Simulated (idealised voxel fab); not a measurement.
voxel self aligned contacts: a process module
Shown is cross-section cut, with a width of 210 nm and square cells of size 5 nm.
This document writes a cross-section as a grid whose cells are square, and gives it as bands, listed from the top down; one or more rows of cells form a band. Band: top and bottom heights (nm) first, top before bottom; then materials from left to right, widths in nm. "throughout" marks a sole material filling the band edge to edge. "blank" denotes empty space. Heights are measured from 0, the level below which the as-received wafer is all one material; the lowest band has no bottom and continues downward, written as in "0 and below". A width such as "30..40" changes by the same amount from each row of cells to the next, from the band's top row to its bottom row. Step note "no change occurred" = no cross-section cell changed. Reported under the label "Internal closed voids" are the empty spaces having no open way to the top and comprising 8 cells or more; the notation for each is width x height at distance, in which the distance is measured from the left edge and all three values are in nm. Step line, after settings: the simulator's comment on this step. overlay nm: for a step with a mask, the amount by which the mask lay right of where it was planned; a negative amount means left of it.

Process steps - plan
1) RECEIVE: material Si
2) CONFORMAL_DEP: material SiO2, thk nm 5
3) DIRECTIONAL_DEP: material polySi, thk nm 20
4) DIRECTIONAL_DEP: material SiN, thk nm 15
5) DIRECTIONAL_DEP: material aC, thk nm 10
6) PATTERN: tone cover, mask id GATE, material resist, width nm 35, pitch nm 60, thk nm 25, overlay nm 0
7) DIRECTIONAL_ETCH: etch materials aC, depth nm 10
8) STRIP: etch materials resist
9) DIRECTIONAL_ETCH: etch materials SiN, depth nm 15
10) DIRECTIONAL_ETCH: etch materials polySi, depth nm 20
11) STRIP: etch materials aC
12) CONFORMAL_DEP: material SiN, thk nm 5
13) DIRECTIONAL_ETCH: etch materials SiN, depth nm 5
14) FILL_DEP: material SiO2, thk nm 10
15) CMP: height nm 45
16) PATTERN: tone open, mask id CONTACT, material resist, width nm 35, thk nm 15, overlay nm 0
17) DIRECTIONAL_ETCH: etch materials SiO2, depth nm 45
18) STRIP: etch materials resist
19) CONFORMAL_DEP: material TiN, thk nm 5
20) FILL_DEP: material W, thk nm 10
21) CMP: height nm 45
22) CONFORMAL_DEP: material SiCN, thk nm 5

Delivered wafer in cross-section: state after step 1
  0 and below  Si throughout
  Internal closed voids: none

First of two wafers, end-of-module section, run followed plan
  50 down to 45  SiCN throughout
  45 down to 40  SiO2 85 / TiN 15 / W 5 / TiN 15 / SiO2 90
  40 down to 25  SiO2 50 / SiN 45 / TiN 5 / W 5 / TiN 5 / SiN 45 / SiO2 55
  25 down to 5  SiO2 50 / SiN 5 / polySi 35 / SiN 5 / TiN 5 / W 5 / TiN 5 / SiN 5 / polySi 35 / SiN 5 / SiO2 55
  5 down to 0  SiO2 95 / TiN 15 / SiO2 100
  0 and below  Si throughout
  Internal closed voids: none

Cross-section, second wafer: same start as the first, same plan as the first, one mistake in running it; taken at the end of the module
  50 down to 45  SiCN throughout
  45 down to 40  SiO2 85 / TiN 15 / W 5 / TiN 15 / SiO2 90
  40 down to 25  SiO2 50 / SiN 45 / TiN 5 / W 5 / TiN 5 / SiN 45 / SiO2 55
  25 down to 10  SiO2 50 / SiN 5 / polySi 35 / SiN 5 / TiN 5 / W 5 / TiN 5 / SiN 5 / polySi 35 / SiN 5 / SiO2 55
  10 down to 5  SiO2 50 / SiN 5 / polySi 35 / SiN 5 / TiN 15 / SiN 5 / polySi 35 / SiN 5 / SiO2 55
  5 down to 0  SiN throughout
  0 and below  Si throughout
  Internal closed voids: none
Diagnosis: note that step 2 departed from the planned setting and was carried out as CONFORMAL_DEP: material SiN, thk nm 5
at the end the second wafer has, in cells: 42 more of SiN, 39 fewer of SiO2, 2 fewer of TiN, 1 fewer of W
